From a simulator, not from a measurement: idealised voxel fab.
The name of this process module is voxel quadruple lines.
Cross-section cut: width 285 nm, square cells of 5 nm.
Cross-sections here: square-cell grids, written as top-down lists of bands, a band being one or more rows of cells.
Read a band's entry like this: the first values are the height of its top and the height of its bottom in nm, and what follows is the sequence of materials from left to right, each with its width in nm. Note that "blank" is empty space, and that a single material marked "throughout" reaches across the band from edge to edge.
Height is counted from the level 0, under which the received wafer is composed throughout of one material. The lowest of the bands is not closed at the bottom but continues downward, in the notation "0 down".
With a width like "30..40", each row of cells in the band differs from the next by the same amount, the top row carrying the first number and the bottom row the second.
For the purposes of this document, the phrase "left unchanged" attached to a step denotes that no cell within the cross-section was modified by that step.
The entry "Sealed void inventory" lists the empty spaces that cover at least 8 cells and have no open path to the top. Each is written as width x height at distance, where the distance is measured from the left edge and all three values are in nm.
On a step's line, text after the settings is the simulator commenting on that step.
"overlay nm" answers the question of how far to the right of plan the mask lay on a step that has a mask, and when it is negative the answer is to the left.
Reading guide: pairs of cross-sections, before and after one process step; after view cut off at lowest changed band; step and settings listed under each pair. Pairs may stem from different runs of this module on the same starting wafer; continuity with the pair above only where the "Pre-process cross-section" entry states it.
**Pre-process cross-section**
    0 down: Si throughout
    Sealed void inventory: none
**After the Step**
    10 to 0: Al2O3 throughout
    Below 0, the layers are the same as they were.
    Sealed void inventory: none
The process step bridging the two cross-sections above: CONFORMAL_DEP [material Al2O3] [thk nm 10]
Pre-process cross-section: nothing new to draw here, it's the after view of the pair just above.
**After the Step**
    20 to 10: W throughout
    Below 10, the layers are the same as they were.
    Sealed void inventory: none
The process step bridging the two cross-sections above: DIRECTIONAL_DEP [material W] [thk nm 10]
Pre-process cross-section: nothing new to draw here, it's the after view of the pair just above.
**After the Step**
    40 to 20: polySi throughout
    Below 20, the layers are the same as they were.
    Sealed void inventory: none
The process step bridging the two cross-sections above: DIRECTIONAL_DEP [material polySi] [thk nm 20]
Pre-process cross-section: nothing new to draw here, it's the after view of the pair just above.
**After the Step**
    65 to 40: aC throughout
    Below 40, the layers are the same as they were.
    Sealed void inventory: none
The process step bridging the two cross-sections above: DIRECTIONAL_DEP [material aC] [thk nm 25]
Pre-process cross-section: nothing new to draw here, it's the after view of the pair just above.
**After the Step**
    100 to 65: 85 nm blank  30 nm resist  50 nm blank  30 nm resist  90 nm blank
    Below 65, the layers are the same as they were.
    Sealed void inventory: none
The process step bridging the two cross-sections above: PATTERN [tone cover] [mask id MANDREL] [material resist] [width nm 30] [pitch nm 80] [thk nm 35] [overlay nm 0]
Pre-process cross-section: nothing new to draw here, it's the after view of the pair just above.
**After the Step**
    75 to 65: 85 nm blank  30 nm resist  50 nm blank  30 nm resist  90 nm blank
    65 to 40: 85 nm blank  30 nm aC  50 nm blank  30 nm aC  90 nm blank
    Below 40, the layers are the same as they were.
    Sealed void inventory: none
The process step bridging the two cross-sections above: DIRECTIONAL_ETCH [etch materials aC] [depth nm 25]
Pre-process cross-section: nothing new to draw here, it's the after view of the pair just above.
**After the Step**
    65 to 40: 85 nm blank  30 nm aC  50 nm blank  30 nm aC  90 nm blank
    Below 40, the layers are the same as they were.
    Sealed void inventory: none
The process step bridging the two cross-sections above: STRIP [etch materials resist]
Pre-process cross-section: nothing new to draw here, it's the after view of the pair just above.
**After the Step**
    75 to 65: 75 nm blank  50 nm SiO2  30 nm blank  50 nm SiO2  80 nm blank
    65 to 50: 75 nm blank  10 nm SiO2  30 nm aC  10 nm SiO2  30 nm blank  10 nm SiO2  30 nm aC  10 nm SiO2  80 nm blank
    50 to 40: 85 nm SiO2  30 nm aC  50 nm SiO2  30 nm aC  90 nm SiO2
    Below 40, the layers are the same as they were.
    Sealed void inventory: none
The process step bridging the two cross-sections above: CONFORMAL_DEP [material SiO2] [thk nm 10]
Pre-process cross-section: nothing new to draw here, it's the after view of the pair just above.
**After the Step**
    65 to 40: 75 nm blank  10 nm SiO2  30 nm aC  10 nm SiO2  30 nm blank  10 nm SiO2  30 nm aC  10 nm SiO2  80 nm blank
    Below 40, the layers are the same as they were.
    Sealed void inventory: none
The process step bridging the two cross-sections above: DIRECTIONAL_ETCH [etch materials SiO2] [depth nm 10]
Pre-process cross-section: nothing new to draw here, it's the after view of the pair just above.
**After the Step**
    65 to 40: 75 nm blank  10 nm SiO2  30 nm blank  10 nm SiO2  30 nm blank  10 nm SiO2  30 nm blank  10 nm SiO2  80 nm blank
    Below 40, the layers are the same as they were.
    Sealed void inventory: none
The process step bridging the two cross-sections above: STRIP [etch materials aC]
Pre-process cross-section: nothing new to draw here, it's the after view of the pair just above.
**After the Step**
    65 to 40: 75 nm blank  10 nm SiO2  30 nm blank  10 nm SiO2  30 nm blank  10 nm SiO2  30 nm blank  10 nm SiO2  80 nm blank
    40 to 20: 75 nm blank  10 nm polySi  30 nm blank  10 nm polySi  30 nm blank  10 nm polySi  30 nm blank  10 nm polySi  80 nm blank
    Below 20, the layers are the same as they were.
    Sealed void inventory: none
The process step bridging the two cross-sections above: DIRECTIONAL_ETCH [etch materials polySi] [depth nm 20]
Pre-process cross-section: nothing new to draw here, it's the after view of the pair just above.
**After the Step**
    40 to 20: 75 nm blank  10 nm polySi  30 nm blank  10 nm polySi  30 nm blank  10 nm polySi  30 nm blank  10 nm polySi  80 nm blank
    Below 20, the layers are the same as they were.
    Sealed void inventory: none
The process step bridging the two cross-sections above: STRIP [etch materials SiO2]
Pre-process cross-section: nothing new to draw here, it's the after view of the pair just above.
**After the Step**
    50 to 40: 65 nm blank  30 nm SiCN  10 nm blank  30 nm SiCN  10 nm blank  30 nm SiCN  10 nm blank  30 nm SiCN  70 nm blank
    40 to 30: 65 nm blank  10 nm SiCN  10 nm polySi  10 nm SiCN  10 nm blank  10 nm SiCN  10 nm polySi  10 nm SiCN  10 nm blank  10 nm SiCN  10 nm polySi  10 nm SiCN  10 nm blank  10 nm SiCN  10 nm polySi  10 nm SiCN  70 nm blank
    30 to 20: 75 nm SiCN  10 nm polySi  30 nm SiCN  10 nm polySi  30 nm SiCN  10 nm polySi  30 nm SiCN  10 nm polySi  80 nm SiCN
    Below 20, the layers are the same as they were.
    Sealed void inventory: none
The process step bridging the two cross-sections above: CONFORMAL_DEP [material SiCN] [thk nm 10]
Pre-process cross-section: nothing new to draw here, it's the after view of the pair just above.
**After the Step**
    40 to 20: 65 nm blank  10 nm SiCN  10 nm polySi  10 nm SiCN  10 nm blank  10 nm SiCN  10 nm polySi  10 nm SiCN  10 nm blank  10 nm SiCN  10 nm polySi  10 nm SiCN  10 nm blank  10 nm SiCN  10 nm polySi  10 nm SiCN  70 nm blank
    Below 20, the layers are the same as they were.
    Sealed void inventory: none
The process step bridging the two cross-sections above: DIRECTIONAL_ETCH [etch materials SiCN] [depth nm 10]
Pre-process cross-section: nothing new to draw here, it's the after view of the pair just above.
**After the Step**
    40 to 20: 65 nm blank  10 nm SiCN  10 nm blank  10 nm SiCN  10 nm blank  10 nm SiCN  10 nm blank  10 nm SiCN  10 nm blank  10 nm SiCN  10 nm blank  10 nm SiCN  10 nm blank  10 nm SiCN  10 nm blank  10 nm SiCN  70 nm blank
    Below 20, the layers are the same as they were.
    Sealed void inventory: none
The process step bridging the two cross-sections above: STRIP [etch materials polySi]
Pre-process cross-section: nothing new to draw here, it's the after view of the pair just above.
**After the Step**
    40 to 20: 65 nm blank  10 nm SiCN  10 nm blank  10 nm SiCN  10 nm blank  10 nm SiCN  10 nm blank  10 nm SiCN  10 nm blank  10 nm SiCN  10 nm blank  10 nm SiCN  10 nm blank  10 nm SiCN  10 nm blank  10 nm SiCN  70 nm blank
    20 to 10: 65 nm blank  10 nm W  10 nm blank  10 nm W  10 nm blank  10 nm W  10 nm blank  10 nm W  10 nm blank  10 nm W  10 nm blank  10 nm W  10 nm blank  10 nm W  10 nm blank  10 nm W  70 nm blank
    Below 10, the layers are the same as they were.
    Sealed void inventory: none
The process step bridging the two cross-sections above: DIRECTIONAL_ETCH [etch materials W] [depth nm 10]
Pre-process cross-section: nothing new to draw here, it's the after view of the pair just above.
**After the Step**
    20 to 10: 65 nm blank  10 nm W  10 nm blank  10 nm W  10 nm blank  10 nm W  10 nm blank  10 nm W  10 nm blank  10 nm W  10 nm blank  10 nm W  10 nm blank  10 nm W  10 nm blank  10 nm W  70 nm blank
    Below 10, the layers are the same as they were.
    Sealed void inventory: none
The process step bridging the two cross-sections above: STRIP [etch materials SiCN]
**Pre-process cross-section**
    0 down: Si throughout
    Sealed void inventory: none
**After the Step**
    10 to 0: W throughout
    Below 0, the layers are the same as they were.
    Sealed void inventory: none
The process step bridging the two cross-sections above: DIRECTIONAL_DEP [material W] [thk nm 10]
Pre-process cross-section: nothing new to draw here, it's the after view of the pair just above.
**After the Step**
    30 to 10: polySi throughout
    Below 10, the layers are the same as they were.
    Sealed void inventory: none
The process step bridging the two cross-sections above: DIRECTIONAL_DEP [material polySi] [thk nm 20]
Pre-process cross-section: nothing new to draw here, it's the after view of the pair just above.
**After the Step**
    55 to 30: aC throughout
    Below 30, the layers are the same as they were.
    Sealed void inventory: none
The process step bridging the two cross-sections above: DIRECTIONAL_DEP [material aC] [thk nm 25]
Pre-process cross-section: nothing new to draw here, it's the after view of the pair just above.
**After the Step**
    90 to 55: 85 nm blank  30 nm resist  50 nm blank  30 nm resist  90 nm blank
    Below 55, the layers are the same as they were.
    Sealed void inventory: none
The process step bridging the two cross-sections above: PATTERN [tone cover] [mask id MANDREL] [material resist] [width nm 30] [pitch nm 80] [thk nm 35] [overlay nm 0]
Pre-process cross-section: nothing new to draw here, it's the after view of the pair just above.
**After the Step**
    65 to 55: 85 nm blank  30 nm resist  50 nm blank  30 nm resist  90 nm blank
    55 to 30: 85 nm blank  30 nm aC  50 nm blank  30 nm aC  90 nm blank
    Below 30, the layers are the same as they were.
    Sealed void inventory: none
The process step bridging the two cross-sections above: DIRECTIONAL_ETCH [etch materials aC] [depth nm 25]
Pre-process cross-section: nothing new to draw here, it's the after view of the pair just above.
**After the Step**
    55 to 30: 85 nm blank  30 nm aC  50 nm blank  30 nm aC  90 nm blank
    Below 30, the layers are the same as they were.
    Sealed void inventory: none
The process step bridging the two cross-sections above: STRIP [etch materials resist]
Pre-process cross-section: nothing new to draw here, it's the after view of the pair just above.
**After the Step**
    65 to 55: 75 nm blank  50 nm SiO2  30 nm blank  50 nm SiO2  80 nm blank
    55 to 40: 75 nm blank  10 nm SiO2  30 nm aC  10 nm SiO2  30 nm blank  10 nm SiO2  30 nm aC  10 nm SiO2  80 nm blank
    40 to 30: 85 nm SiO2  30 nm aC  50 nm SiO2  30 nm aC  90 nm SiO2
    Below 30, the layers are the same as they were.
    Sealed void inventory: none
The process step bridging the two cross-sections above: CONFORMAL_DEP [material SiO2] [thk nm 10]
Pre-process cross-section: nothing new to draw here, it's the after view of the pair just above.
**After the Step**
    55 to 30: 75 nm blank  10 nm SiO2  30 nm aC  10 nm SiO2  30 nm blank  10 nm SiO2  30 nm aC  10 nm SiO2  80 nm blank
    Below 30, the layers are the same as they were.
    Sealed void inventory: none
The process step bridging the two cross-sections above: DIRECTIONAL_ETCH [etch materials SiO2] [depth nm 10]
Pre-process cross-section: nothing new to draw here, it's the after view of the pair just above.
**After the Step**
    55 to 30: 75 nm blank  10 nm SiO2  30 nm blank  10 nm SiO2  30 nm blank  10 nm SiO2  30 nm blank  10 nm SiO2  80 nm blank
    Below 30, the layers are the same as they were.
    Sealed void inventory: none
The process step bridging the two cross-sections above: STRIP [etch materials aC]
Pre-process cross-section: nothing new to draw here, it's the after view of the pair just above.
**After the Step**
    55 to 30: 75 nm blank  10 nm SiO2  30 nm blank  10 nm SiO2  30 nm blank  10 nm SiO2  30 nm blank  10 nm SiO2  80 nm blank
    30 to 10: 75 nm blank  10 nm polySi  30 nm blank  10 nm polySi  30 nm blank  10 nm polySi  30 nm blank  10 nm polySi  80 nm blank
    Below 10, the layers are the same as they were.
    Sealed void inventory: none
The process step bridging the two cross-sections above: DIRECTIONAL_ETCH [etch materials polySi] [depth nm 20]
Pre-process cross-section: nothing new to draw here, it's the after view of the pair just above.
**After the Step**
    30 to 10: 75 nm blank  10 nm polySi  30 nm blank  10 nm polySi  30 nm blank  10 nm polySi  30 nm blank  10 nm polySi  80 nm blank
    Below 10, the layers are the same as they were.
    Sealed void inventory: none
The process step bridging the two cross-sections above: STRIP [etch materials SiO2]
Pre-process cross-section: nothing new to draw here, it's the after view of the pair just above.
**After the Step**
    40 to 30: 65 nm blank  30 nm SiCN  10 nm blank  30 nm SiCN  10 nm blank  30 nm SiCN  10 nm blank  30 nm SiCN  70 nm blank
    30 to 20: 65 nm blank  10 nm SiCN  10 nm polySi  10 nm SiCN  10 nm blank  10 nm SiCN  10 nm polySi  10 nm SiCN  10 nm blank  10 nm SiCN  10 nm polySi  10 nm SiCN  10 nm blank  10 nm SiCN  10 nm polySi  10 nm SiCN  70 nm blank
    20 to 10: 75 nm SiCN  10 nm polySi  30 nm SiCN  10 nm polySi  30 nm SiCN  10 nm polySi  30 nm SiCN  10 nm polySi  80 nm SiCN
    Below 10, the layers are the same as they were.
    Sealed void inventory: none
The process step bridging the two cross-sections above: CONFORMAL_DEP [material SiCN] [thk nm 10]
Pre-process cross-section: nothing new to draw here, it's the after view of the pair just above.
**After the Step**
    30 to 10: 65 nm blank  10 nm SiCN  10 nm polySi  10 nm SiCN  10 nm blank  10 nm SiCN  10 nm polySi  10 nm SiCN  10 nm blank  10 nm SiCN  10 nm polySi  10 nm SiCN  10 nm blank  10 nm SiCN  10 nm polySi  10 nm SiCN  70 nm blank
    Below 10, the layers are the same as they were.
    Sealed void inventory: none
The process step bridging the two cross-sections above: DIRECTIONAL_ETCH [etch materials SiCN] [depth nm 10]
Pre-process cross-section: nothing new to draw here, it's the after view of the pair just above.
**After the Step**
    30 to 10: 65 nm blank  10 nm SiCN  10 nm blank  10 nm SiCN  10 nm blank  10 nm SiCN  10 nm blank  10 nm SiCN  10 nm blank  10 nm SiCN  10 nm blank  10 nm SiCN  10 nm blank  10 nm SiCN  10 nm blank  10 nm SiCN  70 nm blank
    Below 10, the layers are the same as they were.
    Sealed void inventory: none
The process step bridging the two cross-sections above: STRIP [etch materials polySi]
Pre-process cross-section: nothing new to draw here, it's the after view of the pair just above.
**After the Step**
    30 to 10: 65 nm blank  10 nm SiCN  10 nm blank  10 nm SiCN  10 nm blank  10 nm SiCN  10 nm blank  10 nm SiCN  10 nm blank  10 nm SiCN  10 nm blank  10 nm SiCN  10 nm blank  10 nm SiCN  10 nm blank  10 nm SiCN  70 nm blank
    10 to 0: 65 nm blank  10 nm W  10 nm blank  10 nm W  10 nm blank  10 nm W  10 nm blank  10 nm W  10 nm blank  10 nm W  10 nm blank  10 nm W  10 nm blank  10 nm W  10 nm blank  10 nm W  70 nm blank
    Below 0, the layers are the same as they were.
    Sealed void inventory: none
The process step bridging the two cross-sections above: DIRECTIONAL_ETCH [etch materials W] [depth nm 10]
Pre-process cross-section: nothing new to draw here, it's the after view of the pair just above.
**After the Step**
    10 to 0: 65 nm blank  10 nm W  10 nm blank  10 nm W  10 nm blank  10 nm W  10 nm blank  10 nm W  10 nm blank  10 nm W  10 nm blank  10 nm W  10 nm blank  10 nm W  10 nm blank  10 nm W  70 nm blank
    Below 0, the layers are the same as they were.
    Sealed void inventory: none
The process step bridging the two cross-sections above: STRIP [etch materials SiCN]
**Pre-process cross-section**
    10 to 0: Al2O3 throughout
    0 down: Si throughout
    Sealed void inventory: none
**After the Step**
    30 to 10: polySi throughout
    Below 10, the layers are the same as they were.
    Sealed void inventory: none
The process step bridging the two cross-sections above: DIRECTIONAL_DEP [material polySi] [thk nm 20]
Pre-process cross-section: nothing new to draw here, it's the after view of the pair just above.
**After the Step**
    40 to 30: W throughout
    Below 30, the layers are the same as they were.
    Sealed void inventory: none
The process step bridging the two cross-sections above: DIRECTIONAL_DEP [material W] [thk nm 10]
Pre-process cross-section: nothing new to draw here, it's the after view of the pair just above.
**After the Step**
    65 to 40: aC throughout
    Below 40, the layers are the same as they were.
    Sealed void inventory: none
The process step bridging the two cross-sections above: DIRECTIONAL_DEP [material aC] [thk nm 25]
Pre-process cross-section: nothing new to draw here, it's the after view of the pair just above.
**After the Step**
    100 to 65: 85 nm blank  30 nm resist  50 nm blank  30 nm resist  90 nm blank
    Below 65, the layers are the same as they were.
    Sealed void inventory: none
The process step bridging the two cross-sections above: PATTERN [tone cover] [mask id MANDREL] [material resist] [width nm 30] [pitch nm 80] [thk nm 35] [overlay nm 0]
Pre-process cross-section: nothing new to draw here, it's the after view of the pair just above.
**After the Step**
    75 to 65: 85 nm blank  30 nm resist  50 nm blank  30 nm resist  90 nm blank
    65 to 40: 85 nm blank  30 nm aC  50 nm blank  30 nm aC  90 nm blank
    Below 40, the layers are the same as they were.
    Sealed void inventory: none
The process step bridging the two cross-sections above: DIRECTIONAL_ETCH [etch materials aC] [depth nm 25]
Pre-process cross-section: nothing new to draw here, it's the after view of the pair just above.
**After the Step**
    65 to 40: 85 nm blank  30 nm aC  50 nm blank  30 nm aC  90 nm blank
    Below 40, the layers are the same as they were.
    Sealed void inventory: none
The process step bridging the two cross-sections above: STRIP [etch materials resist]
Pre-process cross-section: nothing new to draw here, it's the after view of the pair just above.
**After the Step**
    75 to 65: 75 nm blank  50 nm SiO2  30 nm blank  50 nm SiO2  80 nm blank
    65 to 50: 75 nm blank  10 nm SiO2  30 nm aC  10 nm SiO2  30 nm blank  10 nm SiO2  30 nm aC  10 nm SiO2  80 nm blank
    50 to 40: 85 nm SiO2  30 nm aC  50 nm SiO2  30 nm aC  90 nm SiO2
    Below 40, the layers are the same as they were.
    Sealed void inventory: none
The process step bridging the two cross-sections above: CONFORMAL_DEP [material SiO2] [thk nm 10]
Pre-process cross-section: nothing new to draw here, it's the after view of the pair just above.
**After the Step**
    65 to 40: 75 nm blank  10 nm SiO2  30 nm aC  10 nm SiO2  30 nm blank  10 nm SiO2  30 nm aC  10 nm SiO2  80 nm blank
    Below 40, the layers are the same as they were.
    Sealed void inventory: none
The process step bridging the two cross-sections above: DIRECTIONAL_ETCH [etch materials SiO2] [depth nm 10]
Pre-process cross-section: nothing new to draw here, it's the after view of the pair just above.
**After the Step**
    65 to 40: 75 nm blank  10 nm SiO2  30 nm blank  10 nm SiO2  30 nm blank  10 nm SiO2  30 nm blank  10 nm SiO2  80 nm blank
    Below 40, the layers are the same as they were.
    Sealed void inventory: none
The process step bridging the two cross-sections above: STRIP [etch materials aC]
Pre-process cross-section: nothing new to draw here, it's the after view of the pair just above.
**After the Step**
    40 to 30: W throughout
    Below 30, the layers are the same as they were.
    Sealed void inventory: none
The process step bridging the two cross-sections above: STRIP [etch materials SiO2]
Pre-process cross-section: nothing new to draw here, it's the after view of the pair just above.
**After the Step**
    50 to 40: SiCN throughout
    Below 40, the layers are the same as they were.
    Sealed void inventory: none
The process step bridging the two cross-sections above: CONFORMAL_DEP [material SiCN] [thk nm 10]
Pre-process cross-section: nothing new to draw here, it's the after view of the pair just above.
**After the Step**
    40 to 30: W throughout
    Below 30, the layers are the same as they were.
    Sealed void inventory: none
The process step bridging the two cross-sections above: DIRECTIONAL_ETCH [etch materials SiCN] [depth nm 10]
Pre-process cross-section: nothing new to draw here, it's the after view of the pair just above.
**After the Step**
    30 to 10: polySi throughout
    Below 10, the layers are the same as they were.
    Sealed void inventory: none
The process step bridging the two cross-sections above: DIRECTIONAL_ETCH [etch materials W] [depth nm 10]
**Pre-process cross-section**
    40 to 20: 75 nm blank  10 nm polySi  30 nm blank  10 nm polySi  30 nm blank  10 nm polySi  30 nm blank  10 nm polySi  80 nm blank
    20 to 10: W throughout
    10 to 0: Al2O3 throughout
    0 down: Si throughout
    Sealed void inventory: none
**After the Step**
    45 to 40: 70 nm blank  20 nm SiCN  20 nm blank  20 nm SiCN  20 nm blank  20 nm SiCN  20 nm blank  20 nm SiCN  75 nm blank
    40 to 25: 70 nm blank  5 nm SiCN  10 nm polySi  5 nm SiCN  20 nm blank  5 nm SiCN  10 nm polySi  5 nm SiCN  20 nm blank  5 nm SiCN  10 nm polySi  5 nm SiCN  20 nm blank  5 nm SiCN  10 nm polySi  5 nm SiCN  75 nm blank
    25 to 20: 75 nm SiCN  10 nm polySi  30 nm SiCN  10 nm polySi  30 nm SiCN  10 nm polySi  30 nm SiCN  10 nm polySi  80 nm SiCN
    Below 20, the layers are the same as they were.
    Sealed void inventory: none
The process step bridging the two cross-sections above: CONFORMAL_DEP [material SiCN] [thk nm 5]
Pre-process cross-section: nothing new to draw here, it's the after view of the pair just above.
**After the Step**
    40 to 35: 75 nm blank  10 nm polySi  30 nm blank  10 nm polySi  30 nm blank  10 nm polySi  30 nm blank  10 nm polySi  80 nm blank
    35 to 20: 70 nm blank  5 nm SiCN  10 nm polySi  5 nm SiCN  20 nm blank  5 nm SiCN  10 nm polySi  5 nm SiCN  20 nm blank  5 nm SiCN  10 nm polySi  5 nm SiCN  20 nm blank  5 nm SiCN  10 nm polySi  5 nm SiCN  75 nm blank
    Below 20, the layers are the same as they were.
    Sealed void inventory: none
The process step bridging the two cross-sections above: DIRECTIONAL_ETCH [etch materials SiCN] [depth nm 10]
Pre-process cross-section: nothing new to draw here, it's the after view of the pair just above.
**After the Step**
    35 to 20: 70 nm blank  5 nm SiCN  10 nm blank  5 nm SiCN  20 nm blank  5 nm SiCN  10 nm blank  5 nm SiCN  20 nm blank  5 nm SiCN  10 nm blank  5 nm SiCN  20 nm blank  5 nm SiCN  10 nm blank  5 nm SiCN  75 nm blank
    Below 20, the layers are the same as they were.
    Sealed void inventory: none
The process step bridging the two cross-sections above: STRIP [etch materials polySi]
Pre-process cross-section: nothing new to draw here, it's the after view of the pair just above.
**After the Step**
    35 to 20: 70 nm blank  5 nm SiCN  10 nm blank  5 nm SiCN  20 nm blank  5 nm SiCN  10 nm blank  5 nm SiCN  20 nm blank  5 nm SiCN  10 nm blank  5 nm SiCN  20 nm blank  5 nm SiCN  10 nm blank  5 nm SiCN  75 nm blank
    20 to 10: 70 nm blank  5 nm W  10 nm blank  5 nm W  20 nm blank  5 nm W  10 nm blank  5 nm W  20 nm blank  5 nm W  10 nm blank  5 nm W  20 nm blank  5 nm W  10 nm blank  5 nm W  75 nm blank
    Below 10, the layers are the same as they were.
    Sealed void inventory: none
The process step bridging the two cross-sections above: DIRECTIONAL_ETCH [etch materials W] [depth nm 10]
Pre-process cross-section: nothing new to draw here, it's the after view of the pair just above.
**After the Step**
    20 to 10: 70 nm blank  5 nm W  10 nm blank  5 nm W  20 nm blank  5 nm W  10 nm blank  5 nm W  20 nm blank  5 nm W  10 nm blank  5 nm W  20 nm blank  5 nm W  10 nm blank  5 nm W  75 nm blank
    Below 10, the layers are the same as they were.
    Sealed void inventory: none
The process step bridging the two cross-sections above: STRIP [etch materials SiCN]
**Pre-process cross-section**
    65 to 40: aC throughout
    40 to 20: polySi throughout
    20 to 10: W throughout
    10 to 0: Al2O3 throughout
    0 down: Si throughout
    Sealed void inventory: none
**After the Step**
    100 to 65: 80 nm blank  40 nm resist  40 nm blank  40 nm resist  85 nm blank
    Below 65, the layers are the same as they were.
    Sealed void inventory: none
The process step bridging the two cross-sections above: PATTERN [tone cover] [mask id MANDREL] [material resist] [width nm 40] [pitch nm 80] [thk nm 35] [overlay nm 0]
Pre-process cross-section: nothing new to draw here, it's the after view of the pair just above.
**After the Step**
    75 to 65: 80 nm blank  40 nm resist  40 nm blank  40 nm resist  85 nm blank
    65 to 40: 80 nm blank  40 nm aC  40 nm blank  40 nm aC  85 nm blank
    Below 40, the layers are the same as they were.
    Sealed void inventory: none
The process step bridging the two cross-sections above: DIRECTIONAL_ETCH [etch materials aC] [depth nm 25]
Pre-process cross-section: nothing new to draw here, it's the after view of the pair just above.
**After the Step**
    65 to 40: 80 nm blank  40 nm aC  40 nm blank  40 nm aC  85 nm blank
    Below 40, the layers are the same as they were.
    Sealed void inventory: none
The process step bridging the two cross-sections above: STRIP [etch materials resist]
Pre-process cross-section: nothing new to draw here, it's the after view of the pair just above.
**After the Step**
    75 to 65: 70 nm blank  60 nm SiO2  20 nm blank  60 nm SiO2  75 nm blank
    65 to 50: 70 nm blank  10 nm SiO2  40 nm aC  10 nm SiO2  20 nm blank  10 nm SiO2  40 nm aC  10 nm SiO2  75 nm blank
    50 to 40: 80 nm SiO2  40 nm aC  40 nm SiO2  40 nm aC  85 nm SiO2
    Below 40, the layers are the same as they were.
    Sealed void inventory: none
The process step bridging the two cross-sections above: CONFORMAL_DEP [material SiO2] [thk nm 10]
Pre-process cross-section: nothing new to draw here, it's the after view of the pair just above.
**After the Step**
    65 to 40: 70 nm blank  10 nm SiO2  40 nm aC  10 nm SiO2  20 nm blank  10 nm SiO2  40 nm aC  10 nm SiO2  75 nm blank
    Below 40, the layers are the same as they were.
    Sealed void inventory: none
The process step bridging the two cross-sections above: DIRECTIONAL_ETCH [etch materials SiO2] [depth nm 10]
Pre-process cross-section: nothing new to draw here, it's the after view of the pair just above.
**After the Step**
    65 to 40: 70 nm blank  10 nm SiO2  40 nm blank  10 nm SiO2  20 nm blank  10 nm SiO2  40 nm blank  10 nm SiO2  75 nm blank
    Below 40, the layers are the same as they were.
    Sealed void inventory: none
The process step bridging the two cross-sections above: STRIP [etch materials aC]
Pre-process cross-section: nothing new to draw here, it's the after view of the pair just above.
**After the Step**
    65 to 40: 70 nm blank  10 nm SiO2  40 nm blank  10 nm SiO2  20 nm blank  10 nm SiO2  40 nm blank  10 nm SiO2  75 nm blank
    40 to 20: 70 nm blank  10 nm polySi  40 nm blank  10 nm polySi  20 nm blank  10 nm polySi  40 nm blank  10 nm polySi  75 nm blank
    Below 20, the layers are the same as they were.
    Sealed void inventory: none
The process step bridging the two cross-sections above: DIRECTIONAL_ETCH [etch materials polySi] [depth nm 20]
Pre-process cross-section: nothing new to draw here, it's the after view of the pair just above.
**After the Step**
    40 to 20: 70 nm blank  10 nm polySi  40 nm blank  10 nm polySi  20 nm blank  10 nm polySi  40 nm blank  10 nm polySi  75 nm blank
    Below 20, the layers are the same as they were.
    Sealed void inventory: none
The process step bridging the two cross-sections above: STRIP [etch materials SiO2]
Pre-process cross-section: nothing new to draw here, it's the after view of the pair just above.
**After the Step**
    50 to 40: 60 nm blank  30 nm SiCN  20 nm blank  60 nm SiCN  20 nm blank  30 nm SiCN  65 nm blank
    40 to 30: 60 nm blank  10 nm SiCN  10 nm polySi  10 nm SiCN  20 nm blank  10 nm SiCN  10 nm polySi  20 nm SiCN  10 nm polySi  10 nm SiCN  20 nm blank  10 nm SiCN  10 nm polySi  10 nm SiCN  65 nm blank
    30 to 20: 70 nm SiCN  10 nm polySi  40 nm SiCN  10 nm polySi  20 nm SiCN  10 nm polySi  40 nm SiCN  10 nm polySi  75 nm SiCN
    Below 20, the layers are the same as they were.
    Sealed void inventory: none
The process step bridging the two cross-sections above: CONFORMAL_DEP [material SiCN] [thk nm 10]
Pre-process cross-section: nothing new to draw here, it's the after view of the pair just above.
**After the Step**
    40 to 20: 60 nm blank  10 nm SiCN  10 nm polySi  10 nm SiCN  20 nm blank  10 nm SiCN  10 nm polySi  20 nm SiCN  10 nm polySi  10 nm SiCN  20 nm blank  10 nm SiCN  10 nm polySi  10 nm SiCN  65 nm blank
    Below 20, the layers are the same as they were.
    Sealed void inventory: none
The process step bridging the two cross-sections above: DIRECTIONAL_ETCH [etch materials SiCN] [depth nm 10]
Pre-process cross-section: nothing new to draw here, it's the after view of the pair just above.
**After the Step**
    40 to 20: 60 nm blank  10 nm SiCN  10 nm blank  10 nm SiCN  20 nm blank  10 nm SiCN  10 nm blank  20 nm SiCN  10 nm blank  10 nm SiCN  20 nm blank  10 nm SiCN  10 nm blank  10 nm SiCN  65 nm blank
    Below 20, the layers are the same as they were.
    Sealed void inventory: none
The process step bridging the two cross-sections above: STRIP [etch materials polySi]
Pre-process cross-section: nothing new to draw here, it's the after view of the pair just above.
**After the Step**
    40 to 20: 60 nm blank  10 nm SiCN  10 nm blank  10 nm SiCN  20 nm blank  10 nm SiCN  10 nm blank  20 nm SiCN  10 nm blank  10 nm SiCN  20 nm blank  10 nm SiCN  10 nm blank  10 nm SiCN  65 nm blank
    20 to 10: 60 nm blank  10 nm W  10 nm blank  10 nm W  20 nm blank  10 nm W  10 nm blank  20 nm W  10 nm blank  10 nm W  20 nm blank  10 nm W  10 nm blank  10 nm W  65 nm blank
    Below 10, the layers are the same as they were.
    Sealed void inventory: none
The process step bridging the two cross-sections above: DIRECTIONAL_ETCH [etch materials W] [depth nm 10]
Pre-process cross-section: nothing new to draw here, it's the after view of the pair just above.
**After the Step**
    20 to 10: 60 nm blank  10 nm W  10 nm blank  10 nm W  20 nm blank  10 nm W  10 nm blank  20 nm W  10 nm blank  10 nm W  20 nm blank  10 nm W  10 nm blank  10 nm W  65 nm blank
    Below 10, the layers are the same as they were.
    Sealed void inventory: none
The process step bridging the two cross-sections above: STRIP [etch materials SiCN]
**Pre-process cross-section**
    65 to 40: aC throughout
    40 to 20: polySi throughout
    20 to 10: W throughout
    10 to 0: Al2O3 throughout
    0 down: Si throughout
    Sealed void inventory: none
**After the Step**
    100 to 65: 90 nm blank  30 nm resist  50 nm blank  30 nm resist  85 nm blank
    Below 65, the layers are the same as they were.
    Sealed void inventory: none
The process step bridging the two cross-sections above: PATTERN [tone cover] [mask id MANDREL] [material resist] [width nm 30] [pitch nm 80] [thk nm 35] [overlay nm 5]
Pre-process cross-section: nothing new to draw here, it's the after view of the pair just above.
**After the Step**
    75 to 65: 90 nm blank  30 nm resist  50 nm blank  30 nm resist  85 nm blank
    65 to 40: 90 nm blank  30 nm aC  50 nm blank  30 nm aC  85 nm blank
    Below 40, the layers are the same as they were.
    Sealed void inventory: none
The process step bridging the two cross-sections above: DIRECTIONAL_ETCH [etch materials aC] [depth nm 25]
Pre-process cross-section: nothing new to draw here, it's the after view of the pair just above.
**After the Step**
    65 to 40: 90 nm blank  30 nm aC  50 nm blank  30 nm aC  85 nm blank
    Below 40, the layers are the same as they were.
    Sealed void inventory: none
The process step bridging the two cross-sections above: STRIP [etch materials resist]
